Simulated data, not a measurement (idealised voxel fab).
Process module in this document: voxel gate over fins
cross-section cut | 225 nm wide | cells 5 nm
Just so we're on the same page, the cross-sections are grids of square cells, and they're listed out in bands top to bottom, each band one or more rows deep. A band entry consists of two parts. The first gives the height of the band's top and the height of its bottom, in nm. The rest lists the band's materials from left to right, each with its width in nm. A single material labelled with the word "edge to edge" fills the band from edge to edge, and the word "blank" marks empty space. Heights are reckoned from 0. Under this level, the received wafer is all of one material. The bottommost band is open-ended downward, for example "0 -> down". Quick explanation for "30->40": the width changes in equal steps down the rows of cells, from the first number in the band's top row to the second number in its bottom row. A step reported as "all unchanged" is a step in which no cell of the cross-section changed. In the "Trapped voids" entry, you get each enclosed empty space of 8 cells or more, one with no open way to the top, written width x height at distance, distance from the left edge, in nm. Whatever follows a step's settings on its line is a remark the simulator itself makes about that step. If you see "overlay nm" on a step's line and that step has a mask, it's telling you how far right of where it was planned the mask ended up; a negative number means it went left instead.

So here's the lineup of process steps we planned
| 1 | RECEIVE [material Si] |
| 2 | CONFORMAL_DEP [material SiN] [thk nm 10] |
| 3 | DIRECTIONAL_DEP [material aC] [thk nm 15] |
| 4 | PATTERN [tone cover] [mask id FINS] [material resist] [width nm 15] [pitch nm 35] [thk nm 30] [overlay nm 0] |
| 5 | DIRECTIONAL_ETCH [etch materials aC] [depth nm 15] |
| 6 | STRIP [etch materials resist] |
| 7 | DIRECTIONAL_ETCH [etch materials SiN] [depth nm 10] |
| 8 | DIRECTIONAL_ETCH [etch materials Si] [depth nm 40] |
| 9 | STRIP [etch materials aC] |
| 10 | OXIDIZE [depth nm 5] |
| 11 | FILL_DEP [material SiO2] [thk nm 10] |
| 12 | CMP [height nm 10] |
| 13 | SELECTIVE_ETCH [etch materials SiO2] [depth nm 20] |
| 14 | STRIP [etch materials SiN] |
| 15 | CONFORMAL_DEP [material HfO2] [thk nm 5] |
| 16 | CONFORMAL_DEP [material TiN] [thk nm 5] |
| 17 | CONFORMAL_DEP [material TiAl] [thk nm 5] |
| 18 | CONFORMAL_DEP [material TiN] [thk nm 5] |
| 19 | FILL_DEP [material W] [thk nm 10] |
| 20 | CMP [height nm 25] |
| 21 | CONFORMAL_DEP [material SiN] [thk nm 10] |

This is the cross-section of the wafer as we received it, i.e. after step 1
0 -> down  Si edge to edge
Trapped voids: none

Cross-section taken at module completion on the first of two wafers; processed per the plan
35 -> 25  SiN edge to edge
25 -> 20  W edge to edge
20 -> 15  35 W / 150 TiN / 40 W
15 -> 10  35 W / 5 TiN / 140 TiAl / 5 TiN / 40 W
10 -> 5  40 TiN / 5 TiAl / 25 TiN / 10 TiAl / 25 TiN / 10 TiAl / 25 TiN / 10 TiAl / 25 TiN / 5 TiAl / 45 TiN
5 -> 0  45 TiAl / 5 TiN / 15 HfO2 / 5 TiN / 10 TiAl / 5 TiN / 15 HfO2 / 5 TiN / 10 TiAl / 5 TiN / 15 HfO2 / 5 TiN / 10 TiAl / 5 TiN / 15 HfO2 / 5 TiN / 50 TiAl
0 -> -5  50 TiN / 5 HfO2 / 5 Si / 5 HfO2 / 20 TiN / 5 HfO2 / 5 Si / 5 HfO2 / 20 TiN / 5 HfO2 / 5 Si / 5 HfO2 / 20 TiN / 5 HfO2 / 5 Si / 5 HfO2 / 55 TiN
-5 -> -10  55 HfO2 / 5 Si / 30 HfO2 / 5 Si / 30 HfO2 / 5 Si / 30 HfO2 / 5 Si / 60 HfO2
-10 -> -45  55 SiO2 / 5 Si / 30 SiO2 / 5 Si / 30 SiO2 / 5 Si / 30 SiO2 / 5 Si / 60 SiO2
-45 -> down  Si edge to edge
Trapped voids: none

What the second wafer looks like in cross-section once the module is done. Its start and its plan matched the first wafer's exactly; what differed was one mistake in how it was run
35 -> 25  SiN edge to edge
25 -> 20  W edge to edge
20 -> 15  35 W / 150 SiN / 40 W
15 -> 10  35 W / 5 SiN / 140 TiAl / 5 SiN / 40 W
10 -> 5  40 SiN / 5 TiAl / 25 TiN / 10 TiAl / 25 TiN / 10 TiAl / 25 TiN / 10 TiAl / 25 TiN / 5 TiAl / 45 SiN
5 -> 0  45 TiAl / 5 TiN / 15 HfO2 / 5 TiN / 10 TiAl / 5 TiN / 15 HfO2 / 5 TiN / 10 TiAl / 5 TiN / 15 HfO2 / 5 TiN / 10 TiAl / 5 TiN / 15 HfO2 / 5 TiN / 50 TiAl
0 -> -5  50 TiN / 5 HfO2 / 5 Si / 5 HfO2 / 20 TiN / 5 HfO2 / 5 Si / 5 HfO2 / 20 TiN / 5 HfO2 / 5 Si / 5 HfO2 / 20 TiN / 5 HfO2 / 5 Si / 5 HfO2 / 55 TiN
-5 -> -10  55 HfO2 / 5 Si / 30 HfO2 / 5 Si / 30 HfO2 / 5 Si / 30 HfO2 / 5 Si / 60 HfO2
-10 -> -45  55 SiO2 / 5 Si / 30 SiO2 / 5 Si / 30 SiO2 / 5 Si / 30 SiO2 / 5 Si / 60 SiO2
-45 -> down  Si edge to edge
Trapped voids: none
Here's what went sideways: step 18 was run on a setting that differed from the plan, and what really ran there is CONFORMAL_DEP [material SiN] [thk nm 5]
End check, counted in cells, second wafer has more or fewer of these materials than the first: +49 SiN | -49 TiN
